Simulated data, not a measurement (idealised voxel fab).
The process module presented herein is designated voxel wiring stack.
FYI the section here is cut, 195 nm wide, cells are 5 nm squares.
A cross-section is a grid of square cells, given in bands from the top down. A band is one or more rows of cells.
It is stipulated that each band's entry specify, in nanometres, the height of the top of the band and then that of its bottom, followed by the materials of the band in left-to-right sequence, each together with its width in nanometres. A single material marked by the word "full width" is understood to fill the band from edge to edge; the word "blank" is understood to denote empty space.
Zero point of the height axis is 0; under it, received wafer = one material. Lowest band: continues down indefinitely, "0 -> down".
Width spec "30..40" -> top row of cells at first value, bottom row at second value, equal per-row change in between.
Step marked "remained the same"? Then no cell in the cross-section changed in it.
Listed in "Enclosed void inventory": every empty space of 8 or more cells without an open way to the top. Form: width x height at distance, the distance being from the left edge, all in nm.
What comes after the settings on a step's line is commentary from the simulator itself on that step.
overlay nm: mask right of planned place by this much (step with mask). Neg. = left.
**These are the steps we planned for the process**
1: RECEIVE (material Si)
2: CONFORMAL_DEP (material SiO2; thk nm 10)
3: CONFORMAL_DEP (material SiCN; thk nm 5)
4: DIRECTIONAL_DEP (material SiO2; thk nm 15)
5: PATTERN (tone open; mask id METAL_1; material resist; width nm 25; pitch nm 55; thk nm 15; overlay nm 0)
6: DIRECTIONAL_ETCH (etch materials SiO2; depth nm 15)
7: DIRECTIONAL_ETCH (etch materials SiCN; depth nm 5)
8: STRIP (etch materials resist)
9: CONFORMAL_DEP (material TiN; thk nm 5)
10: FILL_DEP (material W; thk nm 5)
11: CMP (height nm 30)
12: CONFORMAL_DEP (material SiCN; thk nm 5)
13: DIRECTIONAL_DEP (material lowk; thk nm 15)
14: PATTERN (tone open; mask id PLUG_1; material resist; width nm 15; pitch nm 55; thk nm 15; overlay nm 0)
15: DIRECTIONAL_ETCH (etch materials lowk; depth nm 15)
16: DIRECTIONAL_ETCH (etch materials SiCN; depth nm 5)
17: STRIP (etch materials resist)
18: CONFORMAL_DEP (material TiN; thk nm 5)
19: FILL_DEP (material Ru; thk nm 10)
20: CMP (height nm 50)
21: DIRECTIONAL_DEP (material TiN; thk nm 5)
22: DIRECTIONAL_DEP (material W; thk nm 15)
23: DIRECTIONAL_DEP (material aC; thk nm 10)
24: PATTERN (tone cover; mask id METAL_2; material resist; width nm 25; pitch nm 55; thk nm 25; overlay nm 0)
25: DIRECTIONAL_ETCH (etch materials aC; depth nm 10)
26: STRIP (etch materials resist)
27: DIRECTIONAL_ETCH (etch materials W; depth nm 15)
28: DIRECTIONAL_ETCH (etch materials TiN; depth nm 5)
29: STRIP (etch materials aC)
30: CONFORMAL_DEP (material SiN; thk nm 5)
31: FILL_DEP (material SiO2; thk nm 5)
32: CMP (height nm 70)
33: CONFORMAL_DEP (material SiCN; thk nm 5)
34: DIRECTIONAL_DEP (material lowk; thk nm 25)
35: MASKED_ETCH (tone open; mask id METAL_3_HOLES; width nm 15; etch materials lowk; depth nm 25; overlay nm 0)
36: PATTERN (tone open; mask id METAL_3; material resist; width nm 25; pitch nm 55; thk nm 20; overlay nm 0)
37: DIRECTIONAL_ETCH (etch materials lowk; depth nm 15)
38: DIRECTIONAL_ETCH (etch materials SiCN; depth nm 5)
39: STRIP (etch materials resist)
40: CONFORMAL_DEP (material TiN; thk nm 5)
41: FILL_DEP (material Cu; thk nm 10)
42: CMP (height nm 90)
43: CONFORMAL_DEP (material SiCN; thk nm 5)
The plan's step 42 height nm is the first wafer's value; the wafers differ in this setting and start identical.
**Received wafers, first of several: cross-section after step 1**
    0 -> down: Si full width
    Enclosed void inventory: none
**Below, a row for every wafer. Read it as the end-of-module picture: for each material the wafer shows its cells gained (+) or lost (-) since it was received, and then its closed voids**
height nm 90; +3 Cu; +6 Ru; +137 SiCN; +41 SiN; +240 SiO2; +66 TiN; +48 W; +200 lowk; Enclosed void inventory: none
height nm 95; +9 Cu; +6 Ru; +137 SiCN; +41 SiN; +240 SiO2; +70 TiN; +48 W; +229 lowk; Enclosed void inventory: none
height nm 100; +15 Cu; +6 Ru; +137 SiCN; +41 SiN; +240 SiO2; +74 TiN; +48 W; +258 lowk; Enclosed void inventory: none
height nm 105; +21 Cu; +6 Ru; +137 SiCN; +41 SiN; +240 SiO2; +107 TiN; +48 W; +258 lowk; Enclosed void inventory: none
height nm 110; +60 Cu; +6 Ru; +137 SiCN; +41 SiN; +240 SiO2; +107 TiN; +48 W; +258 lowk; Enclosed void inventory: none
height nm 115; +99 Cu; +6 Ru; +137 SiCN; +41 SiN; +240 SiO2; +107 TiN; +48 W; +258 lowk; Enclosed void inventory: none
